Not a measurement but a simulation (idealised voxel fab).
Name of the process module below: voxel wiring stack
265 nm wide, 5 nm square cells: that's cross-section cut.
Cross-sections here: square-cell grids, written as top-down lists of bands, a band being one or more rows of cells.
The entry gives the band's vertical extent as a top height and a bottom height in nm, then its horizontal make-up as materials from left to right, each with a width in nm. "empty" stands for empty space; a single material marked "everywhere" fills the band edge to edge.
Heights are measured from 0, the level below which the as-received wafer is all one material; the lowest band has no bottom and continues downward, written as in "0 and below".
So if you see something like "30..40" for the width, read it as the top row of the band sitting at the first number and the bottom row at the second, with every row in between moving by the same amount as the last.
The cross-section has no changed cell in any step marked "nothing got changed".
You'll see "Fully closed voids" listing empty spaces that have no way open to the top, as long as they're 8 cells or more; the notation is width x height at distance, where the distance is from the left edge, and all of it is in nm.
Where a step's line continues beyond its settings, the continuation is a remark by the simulator itself on that step.
If you see "overlay nm" on a step's line and that step has a mask, it's telling you how far right of where it was planned the mask ended up; a negative number means it went left instead.

This section lists the process steps that were planned:
1) RECEIVE, material Si
2) CONFORMAL_DEP, material SiO2, thk nm 15
3) DIRECTIONAL_DEP, material TiN, thk nm 5
4) DIRECTIONAL_DEP, material Ru, thk nm 25
5) MASKED_ETCH, tone cover, mask id METAL_1, width nm 20, pitch nm 35, etch materials Ru, depth nm 25, overlay nm 0
6) MASKED_ETCH, tone cover, mask id METAL_1, width nm 20, pitch nm 35, etch materials TiN, depth nm 5, overlay nm 0
7) CONFORMAL_DEP, material SiCN, thk nm 5
8) FILL_DEP, material lowk, thk nm 5
9) CMP, height nm 45
10) CONFORMAL_DEP, material SiCN, thk nm 5
11) DIRECTIONAL_DEP, material SiO2, thk nm 30
12) MASKED_ETCH, tone open, mask id METAL_2, width nm 20, pitch nm 35, etch materials SiO2, depth nm 15, overlay nm 0
13) DIRECTIONAL_DEP, material aC, thk nm 10
14) PATTERN, tone open, mask id METAL_2_HOLES, material resist, width nm 15, pitch nm 70, thk nm 25, overlay nm 0
15) DIRECTIONAL_ETCH, etch materials aC, depth nm 10
16) STRIP, etch materials resist
17) DIRECTIONAL_ETCH, etch materials SiO2, depth nm 15
18) DIRECTIONAL_ETCH, etch materials SiCN, depth nm 5
19) STRIP, etch materials aC
20) CONFORMAL_DEP, material TiN, thk nm 5
21) FILL_DEP, material Ru, thk nm 10
22) CMP, height nm 80
23) CONFORMAL_DEP, material SiCN, thk nm 5
24) DIRECTIONAL_DEP, material lowk, thk nm 15
25) MASKED_ETCH, tone open, mask id PLUG_2, width nm 15, pitch nm 35, etch materials lowk, depth nm 15, overlay nm 0
26) MASKED_ETCH, tone open, mask id PLUG_2, width nm 15, pitch nm 35, etch materials SiCN, depth nm 5, overlay nm 0
27) CONFORMAL_DEP, material TiN, thk nm 5
28) FILL_DEP, material Cu, thk nm 10
29) CMP, height nm 100
30) DIRECTIONAL_DEP, material TiN, thk nm 5
31) DIRECTIONAL_DEP, material W, thk nm 15
32) DIRECTIONAL_DEP, material aC, thk nm 15
33) PATTERN, tone cover, mask id METAL_3, material resist, width nm 20, pitch nm 35, thk nm 35, overlay nm 0
34) DIRECTIONAL_ETCH, etch materials aC, depth nm 15
35) STRIP, etch materials resist
36) DIRECTIONAL_ETCH, etch materials W, depth nm 15
37) DIRECTIONAL_ETCH, etch materials TiN, depth nm 5
38) STRIP, etch materials aC
39) CONFORMAL_DEP, material SiCN, thk nm 5
40) FILL_DEP, material SiO2, thk nm 10
41) CMP, height nm 120
42) CONFORMAL_DEP, material SiN, thk nm 5

first wafer, as planned:

Received-state cross-section, reflecting completion of step 1:
* 0 and below  Si everywhere
* Fully closed voids: none

Wafer after step 2 (cross-section):
* 15 down to 0  SiO2 everywhere
* All layers under 0 are left as they were.

Wafer after step 3 (cross-section):
* 20 down to 15  TiN everywhere
* All layers under 15 are left as they were.

Wafer after step 4 (cross-section):
* 45 down to 20  Ru everywhere
* All layers under 20 are left as they were.

Wafer after step 5 (cross-section):
* 45 down to 20  85 of empty, 20 of Ru, 15 of empty, 20 of Ru, 15 of empty, 20 of Ru, 90 of empty
* All layers under 20 are left as they were.

Wafer after step 6 (cross-section):
* 45 down to 20  85 of empty, 20 of Ru, 15 of empty, 20 of Ru, 15 of empty, 20 of Ru, 90 of empty
* 20 down to 15  85 of empty, 20 of TiN, 15 of empty, 20 of TiN, 15 of empty, 20 of TiN, 90 of empty
* All layers under 15 are left as they were.

Wafer after step 7 (cross-section):
* 50 down to 45  80 of empty, 30 of SiCN, 5 of empty, 30 of SiCN, 5 of empty, 30 of SiCN, 85 of empty
* 45 down to 20  80 of empty, 5 of SiCN, 20 of Ru, 5 of SiCN, 5 of empty, 5 of SiCN, 20 of Ru, 5 of SiCN, 5 of empty, 5 of SiCN, 20 of Ru, 5 of SiCN, 85 of empty
* 20 down to 15  85 of SiCN, 20 of TiN, 15 of SiCN, 20 of TiN, 15 of SiCN, 20 of TiN, 90 of SiCN
* All layers under 15 are left as they were.

Wafer after step 8 (cross-section):
* 55 down to 50  lowk everywhere
* 50 down to 45  80 of lowk, 30 of SiCN, 5 of lowk, 30 of SiCN, 5 of lowk, 30 of SiCN, 85 of lowk
* 45 down to 20  80 of lowk, 5 of SiCN, 20 of Ru, 5 of SiCN, 5 of lowk, 5 of SiCN, 20 of Ru, 5 of SiCN, 5 of lowk, 5 of SiCN, 20 of Ru, 5 of SiCN, 85 of lowk
* All layers under 20 are left as they were.

Wafer after step 9 (cross-section):
* 45 down to 20  80 of lowk, 5 of SiCN, 20 of Ru, 5 of SiCN, 5 of lowk, 5 of SiCN, 20 of Ru, 5 of SiCN, 5 of lowk, 5 of SiCN, 20 of Ru, 5 of SiCN, 85 of lowk
* All layers under 20 are left as they were.

Wafer after step 10 (cross-section):
* 50 down to 45  SiCN everywhere
* All layers under 45 are left as they were.

Wafer after step 11 (cross-section):
* 80 down to 50  SiO2 everywhere
* All layers under 50 are left as they were.

Wafer after step 12 (cross-section):
* 80 down to 65  85 of SiO2, 20 of empty, 15 of SiO2, 20 of empty, 15 of SiO2, 20 of empty, 90 of SiO2
* All layers under 65 are left as they were.

Wafer after step 13 (cross-section):
* 90 down to 80  85 of aC, 20 of empty, 15 of aC, 20 of empty, 15 of aC, 20 of empty, 90 of aC
* 80 down to 75  85 of SiO2, 20 of empty, 15 of SiO2, 20 of empty, 15 of SiO2, 20 of empty, 90 of SiO2
* 75 down to 65  85 of SiO2, 20 of aC, 15 of SiO2, 20 of aC, 15 of SiO2, 20 of aC, 90 of SiO2
* All layers under 65 are left as they were.

Wafer after step 14 (cross-section):
* 115 down to 90  85 of resist, 15 of empty, 55 of resist, 15 of empty, 95 of resist
* 90 down to 80  85 of aC, 15 of empty, 5 of resist, 15 of aC, 20 of resist, 15 of aC, 15 of empty, 5 of resist, 90 of aC
* 80 down to 75  85 of SiO2, 15 of empty, 5 of resist, 15 of SiO2, 20 of resist, 15 of SiO2, 15 of empty, 5 of resist, 90 of SiO2
* All layers under 75 are left as they were.

Wafer after step 15 (cross-section):
* 105 down to 90  85 of resist, 15 of empty, 55 of resist, 15 of empty, 95 of resist
* 90 down to 80  85 of aC, 15 of empty, 5 of resist, 15 of aC, 20 of resist, 15 of aC, 15 of empty, 5 of resist, 90 of aC
* 80 down to 75  85 of SiO2, 15 of empty, 5 of resist, 15 of SiO2, 20 of resist, 15 of SiO2, 15 of empty, 5 of resist, 90 of SiO2
* 75 down to 65  85 of SiO2, 15 of empty, 5 of aC, 15 of SiO2, 20 of aC, 15 of SiO2, 15 of empty, 5 of aC, 90 of SiO2
* All layers under 65 are left as they were.

Wafer after step 16 (cross-section):
* 90 down to 80  85 of aC, 20 of empty, 15 of aC, 20 of empty, 15 of aC, 20 of empty, 90 of aC
* 80 down to 75  85 of SiO2, 20 of empty, 15 of SiO2, 20 of empty, 15 of SiO2, 20 of empty, 90 of SiO2
* All layers under 75 are left as they were.

Wafer after step 17 (cross-section):
* 90 down to 80  85 of aC, 20 of empty, 15 of aC, 20 of empty, 15 of aC, 20 of empty, 90 of aC
* 80 down to 75  85 of SiO2, 20 of empty, 15 of SiO2, 20 of empty, 15 of SiO2, 20 of empty, 90 of SiO2
* 75 down to 65  85 of SiO2, 15 of empty, 5 of aC, 15 of SiO2, 20 of aC, 15 of SiO2, 15 of empty, 5 of aC, 90 of SiO2
* 65 down to 50  85 of SiO2, 15 of empty, 55 of SiO2, 15 of empty, 95 of SiO2
* All layers under 50 are left as they were.

Wafer after step 18 (cross-section):
* 90 down to 80  85 of aC, 20 of empty, 15 of aC, 20 of empty, 15 of aC, 20 of empty, 90 of aC
* 80 down to 75  85 of SiO2, 20 of empty, 15 of SiO2, 20 of empty, 15 of SiO2, 20 of empty, 90 of SiO2
* 75 down to 65  85 of SiO2, 15 of empty, 5 of aC, 15 of SiO2, 20 of aC, 15 of SiO2, 15 of empty, 5 of aC, 90 of SiO2
* 65 down to 50  85 of SiO2, 15 of empty, 55 of SiO2, 15 of empty, 95 of SiO2
* 50 down to 45  85 of SiCN, 15 of empty, 55 of SiCN, 15 of empty, 95 of SiCN
* All layers under 45 are left as they were.

Wafer after step 19 (cross-section):
* 80 down to 65  85 of SiO2, 20 of empty, 15 of SiO2, 20 of empty, 15 of SiO2, 20 of empty, 90 of SiO2
* All layers under 65 are left as they were.

Wafer after step 20 (cross-section):
* 85 down to 80  90 of TiN, 10 of empty, 25 of TiN, 10 of empty, 25 of TiN, 10 of empty, 95 of TiN
* 80 down to 70  85 of SiO2, 5 of TiN, 10 of empty, 5 of TiN, 15 of SiO2, 5 of TiN, 10 of empty, 5 of TiN, 15 of SiO2, 5 of TiN, 10 of empty, 5 of TiN, 90 of SiO2
* 70 down to 65  85 of SiO2, 5 of TiN, 5 of empty, 10 of TiN, 15 of SiO2, 20 of TiN, 15 of SiO2, 5 of TiN, 5 of empty, 10 of TiN, 90 of SiO2
* 65 down to 50  85 of SiO2, 5 of TiN, 5 of empty, 5 of TiN, 55 of SiO2, 5 of TiN, 5 of empty, 5 of TiN, 95 of SiO2
* 50 down to 45  85 of SiCN, 15 of TiN, 55 of SiCN, 15 of TiN, 95 of SiCN
* All layers under 45 are left as they were.

Wafer after step 21 (cross-section):
* 95 down to 85  Ru everywhere
* 85 down to 80  90 of TiN, 10 of Ru, 25 of TiN, 10 of Ru, 25 of TiN, 10 of Ru, 95 of TiN
* 80 down to 70  85 of SiO2, 5 of TiN, 10 of Ru, 5 of TiN, 15 of SiO2, 5 of TiN, 10 of Ru, 5 of TiN, 15 of SiO2, 5 of TiN, 10 of Ru, 5 of TiN, 90 of SiO2
* 70 down to 65  85 of SiO2, 5 of TiN, 5 of Ru, 10 of TiN, 15 of SiO2, 20 of TiN, 15 of SiO2, 5 of TiN, 5 of Ru, 10 of TiN, 90 of SiO2
* 65 down to 50  85 of SiO2, 5 of TiN, 5 of Ru, 5 of TiN, 55 of SiO2, 5 of TiN, 5 of Ru, 5 of TiN, 95 of SiO2
* All layers under 50 are left as they were.

Wafer after step 22 (cross-section):
* 80 down to 70  85 of SiO2, 5 of TiN, 10 of Ru, 5 of TiN, 15 of SiO2, 5 of TiN, 10 of Ru, 5 of TiN, 15 of SiO2, 5 of TiN, 10 of Ru, 5 of TiN, 90 of SiO2
* All layers under 70 are left as they were.

Wafer after step 23 (cross-section):
* 85 down to 80  SiCN everywhere
* All layers under 80 are left as they were.

Wafer after step 24 (cross-section):
* 100 down to 85  lowk everywhere
* All layers under 85 are left as they were.

Wafer after step 25 (cross-section):
* 100 down to 85  85 of lowk, 15 of empty, 20 of lowk, 15 of empty, 20 of lowk, 15 of empty, 95 of lowk
* All layers under 85 are left as they were.

Wafer after step 26 (cross-section):
* 100 down to 85  85 of lowk, 15 of empty, 20 of lowk, 15 of empty, 20 of lowk, 15 of empty, 95 of lowk
* 85 down to 80  85 of SiCN, 15 of empty, 20 of SiCN, 15 of empty, 20 of SiCN, 15 of empty, 95 of SiCN
* All layers under 80 are left as they were.

Wafer after step 27 (cross-section):
* 105 down to 100  90 of TiN, 5 of empty, 30 of TiN, 5 of empty, 30 of TiN, 5 of empty, 100 of TiN
* 100 down to 85  85 of lowk, 5 of TiN, 5 of empty, 5 of TiN, 20 of lowk, 5 of TiN, 5 of empty, 5 of TiN, 20 of lowk, 5 of TiN, 5 of empty, 5 of TiN, 95 of lowk
* 85 down to 80  85 of SiCN, 15 of TiN, 20 of SiCN, 15 of TiN, 20 of SiCN, 15 of TiN, 95 of SiCN
* All layers under 80 are left as they were.

Wafer after step 28 (cross-section):
* 115 down to 105  Cu everywhere
* 105 down to 100  90 of TiN, 5 of Cu, 30 of TiN, 5 of Cu, 30 of TiN, 5 of Cu, 100 of TiN
* 100 down to 85  85 of lowk, 5 of TiN, 5 of Cu, 5 of TiN, 20 of lowk, 5 of TiN, 5 of Cu, 5 of TiN, 20 of lowk, 5 of TiN, 5 of Cu, 5 of TiN, 95 of lowk
* All layers under 85 are left as they were.

Wafer after step 29 (cross-section):
* 100 down to 85  85 of lowk, 5 of TiN, 5 of Cu, 5 of TiN, 20 of lowk, 5 of TiN, 5 of Cu, 5 of TiN, 20 of lowk, 5 of TiN, 5 of Cu, 5 of TiN, 95 of lowk
* All layers under 85 are left as they were.

Wafer after step 30 (cross-section):
* 105 down to 100  TiN everywhere
* All layers under 100 are left as they were.

Wafer after step 31 (cross-section):
* 120 down to 105  W everywhere
* All layers under 105 are left as they were.

Wafer after step 32 (cross-section):
* 135 down to 120  aC everywhere
* All layers under 120 are left as they were.

Wafer after step 33 (cross-section):
* 170 down to 135  85 of empty, 20 of resist, 15 of empty, 20 of resist, 15 of empty, 20 of resist, 90 of empty
* All layers under 135 are left as they were.

Wafer after step 34 (cross-section):
* 155 down to 135  85 of empty, 20 of resist, 15 of empty, 20 of resist, 15 of empty, 20 of resist, 90 of empty
* 135 down to 120  85 of empty, 20 of aC, 15 of empty, 20 of aC, 15 of empty, 20 of aC, 90 of empty
* All layers under 120 are left as they were.

Wafer after step 35 (cross-section):
* 135 down to 120  85 of empty, 20 of aC, 15 of empty, 20 of aC, 15 of empty, 20 of aC, 90 of empty
* All layers under 120 are left as they were.

Wafer after step 36 (cross-section):
* 135 down to 120  85 of empty, 20 of aC, 15 of empty, 20 of aC, 15 of empty, 20 of aC, 90 of empty
* 120 down to 105  85 of empty, 20 of W, 15 of empty, 20 of W, 15 of empty, 20 of W, 90 of empty
* All layers under 105 are left as they were.

Wafer after step 37 (cross-section):
* 135 down to 120  85 of empty, 20 of aC, 15 of empty, 20 of aC, 15 of empty, 20 of aC, 90 of empty
* 120 down to 105  85 of empty, 20 of W, 15 of empty, 20 of W, 15 of empty, 20 of W, 90 of empty
* 105 down to 100  85 of empty, 20 of TiN, 15 of empty, 20 of TiN, 15 of empty, 20 of TiN, 90 of empty
* All layers under 100 are left as they were.

Wafer after step 38 (cross-section):
* 120 down to 105  85 of empty, 20 of W, 15 of empty, 20 of W, 15 of empty, 20 of W, 90 of empty
* All layers under 105 are left as they were.

Wafer after step 39 (cross-section):
* 125 down to 120  80 of empty, 30 of SiCN, 5 of empty, 30 of SiCN, 5 of empty, 30 of SiCN, 85 of empty
* 120 down to 105  80 of empty, 5 of SiCN, 20 of W, 5 of SiCN, 5 of empty, 5 of SiCN, 20 of W, 5 of SiCN, 5 of empty, 5 of SiCN, 20 of W, 5 of SiCN, 85 of empty
* 105 down to 100  85 of SiCN, 20 of TiN, 15 of SiCN, 20 of TiN, 15 of SiCN, 20 of TiN, 90 of SiCN
* All layers under 100 are left as they were.

Wafer after step 40 (cross-section):
* 135 down to 125  SiO2 everywhere
* 125 down to 120  80 of SiO2, 30 of SiCN, 5 of SiO2, 30 of SiCN, 5 of SiO2, 30 of SiCN, 85 of SiO2
* 120 down to 105  80 of SiO2, 5 of SiCN, 20 of W, 5 of SiCN, 5 of SiO2, 5 of SiCN, 20 of W, 5 of SiCN, 5 of SiO2, 5 of SiCN, 20 of W, 5 of SiCN, 85 of SiO2
* All layers under 105 are left as they were.

Wafer after step 41 (cross-section):
* 120 down to 105  80 of SiO2, 5 of SiCN, 20 of W, 5 of SiCN, 5 of SiO2, 5 of SiCN, 20 of W, 5 of SiCN, 5 of SiO2, 5 of SiCN, 20 of W, 5 of SiCN, 85 of SiO2
* All layers under 105 are left as they were.

Wafer after step 42 (cross-section):
* 125 down to 120  SiN everywhere
* All layers under 120 are left as they were.

second wafer: like start, like plan, one mistake. Through step 22 it matches the first wafer:

Second wafer, section view, time point: scheduled end of step 23:
* 95 down to 80  lowk everywhere
* All layers under 80 are left as they were.

Second wafer, section view, time point: scheduled end of step 24:
* 100 down to 95  SiCN everywhere
* All layers under 95 are left as they were.

Second wafer, section view, time point: scheduled end of step 25: nothing got changed

Second wafer, section view, time point: scheduled end of step 26:
* 100 down to 95  85 of SiCN, 15 of empty, 20 of SiCN, 15 of empty, 20 of SiCN, 15 of empty, 95 of SiCN
* All layers under 95 are left as they were.

Second wafer, section view, time point: scheduled end of step 27:
* 105 down to 100  90 of TiN, 5 of empty, 30 of TiN, 5 of empty, 30 of TiN, 5 of empty, 100 of TiN
* 100 down to 95  85 of SiCN, 15 of TiN, 20 of SiCN, 15 of TiN, 20 of SiCN, 15 of TiN, 95 of SiCN
* All layers under 95 are left as they were.

Second wafer, section view, time point: scheduled end of step 28:
* 115 down to 105  Cu everywhere
* 105 down to 100  90 of TiN, 5 of Cu, 30 of TiN, 5 of Cu, 30 of TiN, 5 of Cu, 100 of TiN
* All layers under 100 are left as they were.

Second wafer, section view, time point: scheduled end of step 29:
* 100 down to 95  85 of SiCN, 15 of TiN, 20 of SiCN, 15 of TiN, 20 of SiCN, 15 of TiN, 95 of SiCN
* All layers under 95 are left as they were.

Second wafer, section view, time point: scheduled end of step 30:
* 105 down to 100  TiN everywhere
* All layers under 100 are left as they were.

Second wafer, section view, time point: scheduled end of step 31:
* 120 down to 105  W everywhere
* All layers under 105 are left as they were.

Second wafer, section view, time point: scheduled end of step 32:
* 135 down to 120  aC everywhere
* All layers under 120 are left as they were.

Second wafer, section view, time point: scheduled end of step 33:
* 170 down to 135  85 of empty, 20 of resist, 15 of empty, 20 of resist, 15 of empty, 20 of resist, 90 of empty
* All layers under 135 are left as they were.

Second wafer, section view, time point: scheduled end of step 34:
* 155 down to 135  85 of empty, 20 of resist, 15 of empty, 20 of resist, 15 of empty, 20 of resist, 90 of empty
* 135 down to 120  85 of empty, 20 of aC, 15 of empty, 20 of aC, 15 of empty, 20 of aC, 90 of empty
* All layers under 120 are left as they were.

Second wafer, section view, time point: scheduled end of step 35:
* 135 down to 120  85 of empty, 20 of aC, 15 of empty, 20 of aC, 15 of empty, 20 of aC, 90 of empty
* All layers under 120 are left as they were.

Second wafer, section view, time point: scheduled end of step 36:
* 135 down to 120  85 of empty, 20 of aC, 15 of empty, 20 of aC, 15 of empty, 20 of aC, 90 of empty
* 120 down to 105  85 of empty, 20 of W, 15 of empty, 20 of W, 15 of empty, 20 of W, 90 of empty
* All layers under 105 are left as they were.

Second wafer, section view, time point: scheduled end of step 37:
* 135 down to 120  85 of empty, 20 of aC, 15 of empty, 20 of aC, 15 of empty, 20 of aC, 90 of empty
* 120 down to 105  85 of empty, 20 of W, 15 of empty, 20 of W, 15 of empty, 20 of W, 90 of empty
* 105 down to 100  85 of empty, 20 of TiN, 15 of empty, 20 of TiN, 15 of empty, 20 of TiN, 90 of empty
* All layers under 100 are left as they were.

Second wafer, section view, time point: scheduled end of step 38:
* 120 down to 105  85 of empty, 20 of W, 15 of empty, 20 of W, 15 of empty, 20 of W, 90 of empty
* All layers under 105 are left as they were.

Second wafer, section view, time point: scheduled end of step 39:
* 125 down to 120  80 of empty, 30 of SiCN, 5 of empty, 30 of SiCN, 5 of empty, 30 of SiCN, 85 of empty
* 120 down to 105  80 of empty, 5 of SiCN, 20 of W, 5 of SiCN, 5 of empty, 5 of SiCN, 20 of W, 5 of SiCN, 5 of empty, 5 of SiCN, 20 of W, 5 of SiCN, 85 of empty
* 105 down to 95  85 of SiCN, 20..15 of TiN, 15..20 of SiCN, 20..15 of TiN, 15..20 of SiCN, 20..15 of TiN, 90..95 of SiCN
* All layers under 95 are left as they were.

Second wafer, section view, time point: scheduled end of step 40:
* 135 down to 125  SiO2 everywhere
* 125 down to 120  80 of SiO2, 30 of SiCN, 5 of SiO2, 30 of SiCN, 5 of SiO2, 30 of SiCN, 85 of SiO2
* 120 down to 105  80 of SiO2, 5 of SiCN, 20 of W, 5 of SiCN, 5 of SiO2, 5 of SiCN, 20 of W, 5 of SiCN, 5 of SiO2, 5 of SiCN, 20 of W, 5 of SiCN, 85 of SiO2
* All layers under 105 are left as they were.

Second wafer, section view, time point: scheduled end of step 41:
* 120 down to 105  80 of SiO2, 5 of SiCN, 20 of W, 5 of SiCN, 5 of SiO2, 5 of SiCN, 20 of W, 5 of SiCN, 5 of SiO2, 5 of SiCN, 20 of W, 5 of SiCN, 85 of SiO2
* All layers under 105 are left as they were.

Second wafer, section view, time point: scheduled end of step 42:
* 125 down to 120  SiN everywhere
* All layers under 120 are left as they were.
Misprocessing identified: contrary to the plan, steps 23 and 24 were processed in exchanged order
FYI, end of process, the second wafer has more or fewer cells of some materials than the first: Cu: 9 fewer, TiN: 18 fewer, lowk: 27 more
